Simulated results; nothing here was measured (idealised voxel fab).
This section sets out a process module, namely voxel fin reveal.
Cross-section cut spans 245 nm and uses square cells 5 nm in size.
In what follows, cross-sections appear as grids of square cells, described through bands that run from the top down, where every band is one or more rows of cells. Quick guide to a band line: top height, bottom height (nm) up front; then every material left to right with its width in nm. Only one material and it's marked "full width"? Then it fills the band edge to edge. And "air" just means empty space. Height datum 0, below which the as-received substrate wafer is one material. Lowest band open at the bottom, running downward: "0 down". A two-number width, for instance "30->40", indicates that the width is equal to the first number in the top row of the band and to the second number in the bottom row, and that it changes by a constant amount per row of cells. "no alteration" for a step: no cell of the cross-section changed in that step. The entry titled "Completely sealed voids" provides the empty spaces that have no open way to the top, restricted to those of 8 cells or more. Each is presented as width x height at distance, the distance being measured from the left edge, with all three in nm. The remark found on a step's line after its settings is issued by the simulator itself and pertains to that step. "overlay nm", when on a step's line for a step with a mask, measures how far to the right of its planned place the mask lay; a negative measure means to the left.
-- plan
1,RECEIVE (material Si)
2,CONFORMAL_DEP (material SiN; thk nm 10)
3,MASKED_ETCH (tone cover; mask id FINS; width nm 15; pitch nm 40; etch materials SiN; depth nm 10; overlay nm 0)
4,MASKED_ETCH (tone cover; mask id FINS; width nm 15; pitch nm 40; etch materials Si; depth nm 35; overlay nm 0)
5,OXIDIZE (depth nm 5)
6,FILL_DEP (material SiO2; thk nm 15)
7,CMP (height nm 10)
8,SELECTIVE_ETCH (etch materials SiO2; depth nm 20)
9,STRIP (etch materials SiN)
10,CONFORMAL_DEP (material HfO2; thk nm 5)
-- The cross-section here shows the wafer as received, i.e. in its state after step 1
    0 down: Si full width
    Completely sealed voids: none
-- Run as planned - first of the two wafers cross-sectioned at the end of the module
    5 to 0: air: 55  HfO2: 15  air: 25  HfO2: 15  air: 25  HfO2: 15  air: 25  HfO2: 15  air: 55
    0 to -5: air: 55  HfO2: 5  Si: 5  HfO2: 5  air: 25  HfO2: 5  Si: 5  HfO2: 5  air: 25  HfO2: 5  Si: 5  HfO2: 5  air: 25  HfO2: 5  Si: 5  HfO2: 5  air: 55
    -5 to -10: HfO2: 60  Si: 5  HfO2: 35  Si: 5  HfO2: 35  Si: 5  HfO2: 35  Si: 5  HfO2: 60
    -10 to -40: SiO2: 60  Si: 5  SiO2: 35  Si: 5  SiO2: 35  Si: 5  SiO2: 35  Si: 5  SiO2: 60
    -40 down: Si full width
    Completely sealed voids: none
-- second wafer at the end: like start, like plan, one mistake
    5 to 0: HfO2: 55  air: 15  HfO2: 25  air: 15  HfO2: 25  air: 15  HfO2: 25  air: 15  HfO2: 55
    0 to -5: Si: 50  HfO2: 25  Si: 15  HfO2: 25  Si: 15  HfO2: 25  Si: 15  HfO2: 25  Si: 50
    -5 down: Si full width
    Completely sealed voids: none
The plan and the run diverged here: it should be noted that step 3 was executed with settings other than those planned, the operation and settings actually applied being MASKED_ETCH (tone open; mask id FINS; width nm 15; pitch nm 40; etch materials SiN; depth nm 10; overlay nm 0)
End check, counted in cells, second wafer has more or fewer of these materials than the first: HfO2: 8 fewer | Si: 340 more | SiO2: 270 fewer
